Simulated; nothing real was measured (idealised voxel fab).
Title: Process Module voxel self aligned contacts
This is section cut - it's 290 nm across, gridded in 5 nm square cells.
Cross-section = grid of square cells, listed top down in bands; band = one or more rows. Quick guide to a band line: top height, bottom height (nm) up front; then every material left to right with its width in nm. Only one material and it's marked "all across"? Then it fills the band edge to edge. And "air" just means empty space. Height datum 0, below which the as-received substrate wafer is one material. Lowest band open at the bottom, running downward: "0 -> down". Width "30->40": first value at the band's top row of cells, second value at its bottom row, equal change from row to row. Given "nothing changed" for a step, no cell of the cross-section differs between before and after that step. If an empty space has no open way to the top and is at least 8 cells in size, "Fully sealed cavities" lists it, written width x height at distance, where distance is measured from the left edge and every value is in nm. That trailing text on a step's line, after the settings, is the simulator's own remark on the step. overlay nm: mask offset rightward from planned place, masked step; negative means leftward offset.

Planned step list for the process
step 1: RECEIVE with material Si
step 2: OXIDIZE with depth nm 5
step 3: DIRECTIONAL_DEP with material polySi, thk nm 20
step 4: DIRECTIONAL_DEP with material SiN, thk nm 20
step 5: DIRECTIONAL_DEP with material aC, thk nm 15
step 6: PATTERN with tone cover, mask id GATE, material resist, width nm 30, pitch nm 70, thk nm 30, overlay nm 0
step 7: DIRECTIONAL_ETCH with etch materials aC, depth nm 15
step 8: STRIP with etch materials resist
step 9: DIRECTIONAL_ETCH with etch materials SiN, depth nm 20
step 10: DIRECTIONAL_ETCH with etch materials polySi, depth nm 20
step 11: STRIP with etch materials aC
step 12: CONFORMAL_DEP with material SiN, thk nm 10
step 13: DIRECTIONAL_ETCH with etch materials SiN, depth nm 10
step 14: FILL_DEP with material SiO2, thk nm 20
step 15: CMP with height nm 50
step 16: DIRECTIONAL_DEP with material aC, thk nm 15
step 17: PATTERN with tone open, mask id CONTACT, material resist, width nm 50, thk nm 30, overlay nm 0
step 18: DIRECTIONAL_ETCH with etch materials aC, depth nm 15
step 19: STRIP with etch materials resist
step 20: DIRECTIONAL_ETCH with etch materials SiO2, depth nm 55
step 21: STRIP with etch materials aC
step 22: CONFORMAL_DEP with material TiN, thk nm 5
step 23: FILL_DEP with material Ru, thk nm 10
step 24: CMP with height nm 50
step 25: CONFORMAL_DEP with material SiN, thk nm 5

Wafer cross-section on receipt, i.e. after step 1
  0 -> down = Si all across
  Fully sealed cavities: none

Result of the module, cross-sectioned: start per above, plan per above, one error in how it was run
  55 -> 50 = SiN all across
  50 -> 40 = 120 SiO2 / 5->25 TiN / 40->5 Ru / 5->20 TiN / 120 SiO2
  40 -> 20 = 85 SiO2 / 55 SiN / 5 TiN / 5 Ru / 5 TiN / 55 SiN / 80 SiO2
  20 -> 0 = 85 SiO2 / 10 SiN / 35 polySi / 10 SiN / 5 TiN / 5 Ru / 5 TiN / 10 SiN / 35 polySi / 10 SiN / 80 SiO2
  0 -> -5 = 140 SiO2 / 15 TiN / 135 SiO2
  -5 -> down = Si all across
  Fully sealed cavities: none
What was done differently from what was planned? so step 6 ended up running with a different setting than we planned, it ran as PATTERN with tone cover, mask id GATE, material resist, width nm 35, pitch nm 70, thk nm 30, overlay nm 0
